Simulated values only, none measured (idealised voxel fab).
process module | voxel air gaps
cross-section cut | 220 nm wide | cells 5 nm
A cross-section is a grid of square cells, given in bands from the top down. A band is one or more rows of cells.
Each band's line starts with the height of the band's top and of its bottom, in nm. Then come its materials from left to right, each with its width in nm. One material with "throughout" fills the band from edge to edge. "air" is empty space.
Height 0 is the level under which the wafer as received is all one material. The lowest band goes on downwards, as in "0 down".
A width such as "30 to 40" changes by the same amount from each row of cells to the next, from the band's top row to its bottom row.
"no change" after a step means that no cell of the cross-section changed.
closed voids: empty space of 8 cells or more with no open way to the top, each as width x height at its distance from the left edge, in nm
after a step's settings: what the simulator itself notes on the step
overlay nm, on a step with a mask: how far to the right of its planned place the mask lay; to the left if negative
plan
1 op RECEIVE | material Si
2 op CONFORMAL_DEP | material SiO2 | thk nm 10
3 op CONFORMAL_DEP | material SiN | thk nm 5
4 op DIRECTIONAL_DEP | material lowk | thk nm 25
5 op DIRECTIONAL_DEP | material aC | thk nm 15
6 op PATTERN | tone open | mask id LINES | material resist | width nm 25 | pitch nm 50 | thk nm 30 | overlay nm 0
7 op DIRECTIONAL_ETCH | etch materials aC | depth nm 15
8 op STRIP | etch materials resist
9 op DIRECTIONAL_ETCH | etch materials lowk | depth nm 35
10 op STRIP | etch materials aC
11 op CONFORMAL_DEP | material TiN | thk nm 5
12 op FILL_DEP | material Ru | thk nm 5
13 op CMP | height nm 50
14 op EPI | material Ru | thk nm 10
15 op SELECTIVE_ETCH | etch materials lowk | depth nm 45
16 op CONFORMAL_DEP | material SiCN | thk nm 5
varied across the wafers: thk nm of step 4. The plan shows the first wafer's value. All wafers start alike
first wafer as received, after step 1
  0 down: Si throughout
  closed voids: none
each wafer at the end: cells of each material gained (+) or lost (-) since it was received, then its closed voids
thk nm 25 | +192 Ru | +44 SiCN | +44 SiN | +88 SiO2 | +84 TiN | +120 lowk | closed voids: none
thk nm 30 | +160 Ru | +44 SiCN | +44 SiN | +88 SiO2 | +92 TiN | +144 lowk | closed voids: none
thk nm 35 | +144 Ru | +136 SiCN | +44 SiN | +88 SiO2 | +68 TiN | closed voids: 15 x 25 at 50; 15 x 25 at 100; 15 x 25 at 150
